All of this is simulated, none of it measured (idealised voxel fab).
process module | voxel capacitor over wiring
cross-section cut | 270 nm wide | cells 5 nm
A cross-section is a grid of square cells, given in bands from the top down. A band is one or more rows of cells.
Each band's line starts with the height of the band's top and of its bottom, in nm. Then come its materials from left to right, each with its width in nm. One material with "throughout" fills the band from edge to edge. "air" is empty space.
Height 0 is the level under which the wafer as received is all one material. The lowest band goes on downwards, as in "0 down".
A width such as "30 to 40" changes by the same amount from each row of cells to the next, from the band's top row to its bottom row.
"no change" after a step means that no cell of the cross-section changed.
closed voids: empty space of 8 cells or more with no open way to the top, each as width x height at its distance from the left edge, in nm
after a step's settings: what the simulator itself notes on the step
overlay nm, on a step with a mask: how far to the right of its planned place the mask lay; to the left if negative
plan
1 op RECEIVE | material Si
2 op CONFORMAL_DEP | material SiO2 | thk nm 10
3 op CONFORMAL_DEP | material SiN | thk nm 5
4 op DIRECTIONAL_DEP | material SiO2 | thk nm 20
5 op MASKED_ETCH | tone open | mask id METAL_1 | width nm 20 | pitch nm 85 | etch materials SiO2 | depth nm 20 | overlay nm 0
6 op MASKED_ETCH | tone open | mask id METAL_1 | width nm 20 | pitch nm 85 | etch materials SiN | depth nm 5 | overlay nm 0
7 op CONFORMAL_DEP | material TiN | thk nm 5
8 op FILL_DEP | material Cu | thk nm 10
9 op CMP | height nm 35
10 op CONFORMAL_DEP | material SiCN | thk nm 5
11 op DIRECTIONAL_DEP | material lowk | thk nm 20
12 op DIRECTIONAL_DEP | material aC | thk nm 15
13 op PATTERN | tone open | mask id PLUG_1 | material resist | width nm 15 | thk nm 35 | overlay nm -15
14 op DIRECTIONAL_ETCH | etch materials aC | depth nm 15
15 op STRIP | etch materials resist
16 op DIRECTIONAL_ETCH | etch materials lowk | depth nm 20
17 op DIRECTIONAL_ETCH | etch materials SiCN | depth nm 5
18 op STRIP | etch materials aC
19 op CONFORMAL_DEP | material TiN | thk nm 5
20 op FILL_DEP | material Ru | thk nm 5
21 op CMP | height nm 60
22 op DIRECTIONAL_DEP | material TiN | thk nm 10
23 op DIRECTIONAL_DEP | material HfO2 | thk nm 5
24 op DIRECTIONAL_DEP | material TiN | thk nm 5
25 op DIRECTIONAL_DEP | material aC | thk nm 10
26 op PATTERN | tone cover | mask id UPPER_PLATE | material resist | width nm 70 | thk nm 25 | overlay nm 0
27 op DIRECTIONAL_ETCH | etch materials aC | depth nm 10
28 op STRIP | etch materials resist
29 op DIRECTIONAL_ETCH | etch materials TiN | depth nm 5
30 op DIRECTIONAL_ETCH | etch materials HfO2 | depth nm 5
31 op STRIP | etch materials aC
32 op DIRECTIONAL_DEP | material aC | thk nm 15
33 op PATTERN | tone cover | mask id LOWER_PLATE | material resist | width nm 80 | thk nm 30 | overlay nm 0
34 op DIRECTIONAL_ETCH | etch materials aC | depth nm 15
35 op STRIP | etch materials resist
36 op DIRECTIONAL_ETCH | etch materials TiN | depth nm 10
37 op STRIP | etch materials aC
38 op FILL_DEP | material SiO2 | thk nm 20
39 op CMP | height nm 95
40 op PATTERN | tone open | mask id PLUG_2 | material resist | width nm 15 | thk nm 15 | overlay nm 0
41 op DIRECTIONAL_ETCH | etch materials SiO2 | depth nm 15
42 op STRIP | etch materials resist
43 op CONFORMAL_DEP | material TiN | thk nm 5
44 op FILL_DEP | material Cu | thk nm 10
45 op CMP | height nm 95
46 op CONFORMAL_DEP | material SiCN | thk nm 5
varied across the wafers: overlay nm of step 13. The plan shows the first wafer's value. All wafers start alike
first wafer as received, after step 1
  0 down: Si throughout
  closed voids: none
each wafer at the end: cells of each material gained (+) or lost (-) since it was received, then its closed voids
overlay nm -15 | +18 Cu | +14 HfO2 | +4 Ru | +105 SiCN | +46 SiN | +601 SiO2 | +88 TiN | +204 lowk | closed voids: none
overlay nm -10 | +18 Cu | +14 HfO2 | +4 Ru | +105 SiCN | +46 SiN | +601 SiO2 | +88 TiN | +204 lowk | closed voids: none
overlay nm -5 | +18 Cu | +14 HfO2 | +4 Ru | +105 SiCN | +46 SiN | +601 SiO2 | +88 TiN | +204 lowk | closed voids: none
overlay nm 0 | +18 Cu | +14 HfO2 | +4 Ru | +105 SiCN | +46 SiN | +601 SiO2 | +88 TiN | +204 lowk | closed voids: none
overlay nm 5 | +18 Cu | +14 HfO2 | +4 Ru | +105 SiCN | +46 SiN | +601 SiO2 | +88 TiN | +204 lowk | closed voids: none
overlay nm 10 | +18 Cu | +14 HfO2 | +4 Ru | +105 SiCN | +46 SiN | +601 SiO2 | +88 TiN | +204 lowk | closed voids: none
overlay nm 15 | +18 Cu | +14 HfO2 | +4 Ru | +105 SiCN | +46 SiN | +601 SiO2 | +88 TiN | +204 lowk | closed voids: none
